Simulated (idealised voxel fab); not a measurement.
Presented below is a process module, voxel released beams.
Cross-sectional view cut (width: 235 nm; square cell size: 5 nm).
In this document a cross-section is written as a grid of square cells. It is given as a series of bands, listed from the top down, and a band is one or more rows of cells.
For a band, the entry starts with two heights in nm, that of the top and then that of the bottom, and carries on with the band's materials in order from left to right, each alongside its width in nm; the word "full width" beside a single material means it fills the band edge to edge, and "blank" means empty space.
Height reference: 0 = level under which incoming wafer is all one material. Lowest band: no bottom, runs on downward, e.g. "0 down".
You'd read "30->40" like this: the band's top row of cells is as wide as the first number, its bottom row is as wide as the second, and going down, every row changes width by the same amount as the row before did.
Any step labelled "remains unaltered" changed none of the cells in the cross-section.
If an empty space has no open way to the top and is at least 8 cells in size, "Enclosed internal cavities" lists it, written width x height at distance, where distance is measured from the left edge and every value is in nm.
It should be noted that, on the line of a given step, the content following the step's settings is a remark produced by the simulator itself with respect to that step.
The setting "overlay nm" may be written on the line of a step. When the step uses a mask, the value reports how far to the right of the planned place the mask lay, and a negative value reports that it lay to the left.
So here's the lineup of process steps we planned:
1 RECEIVE (material Si)
2 CONFORMAL_DEP (material Al2O3; thk nm 5)
3 DIRECTIONAL_DEP (material SiO2; thk nm 20)
4 MASKED_ETCH (tone open; mask id ANCHOR; width nm 25; etch materials SiO2; depth nm 20; overlay nm 0)
5 CONFORMAL_DEP (material W; thk nm 10)
6 DIRECTIONAL_DEP (material aC; thk nm 10)
7 PATTERN (tone cover; mask id BEAM; material resist; width nm 80; thk nm 25; overlay nm 0)
8 DIRECTIONAL_ETCH (etch materials aC; depth nm 10)
9 STRIP (etch materials resist)
10 DIRECTIONAL_ETCH (etch materials W; depth nm 10)
11 STRIP (etch materials aC)
12 STRIP (etch materials SiO2)
Wafer at receipt (post step 1), cross-section:
> 0 down: Si full width
> Enclosed internal cavities: none
End-of-module cross-section of the first of two wafers, processed as planned:
> 35 to 25: blank 75 nm / W 15 nm / blank 5 nm / W 60 nm / blank 80 nm
> 25 to 15: blank 80 nm / W 10 nm / blank 5 nm / W 10 nm / blank 130 nm
> 15 to 5: blank 80 nm / W 25 nm / blank 130 nm
> 5 to 0: Al2O3 full width
> 0 down: Si full width
> Enclosed internal cavities: none
Second wafer cross-section at end of module - shared start and plan with the first, one mistake in the run:
> 35 to 25: blank 75 nm / W 15 nm / blank 5 nm / W 65 nm / blank 75 nm
> 25 to 15: blank 80 nm / W 10 nm / blank 5 nm / W 10 nm / blank 130 nm
> 15 to 5: blank 80 nm / W 25 nm / blank 130 nm
> 5 to 0: Al2O3 full width
> 0 down: Si full width
> Enclosed internal cavities: none
Misprocessing identified: heads up, step 7 didn't go per plan, it actually ran as PATTERN (tone cover; mask id BEAM; material resist; width nm 85; thk nm 25; overlay nm 0)
FYI, end of process, the second wafer has more or fewer cells of some materials than the first: W: 2 more
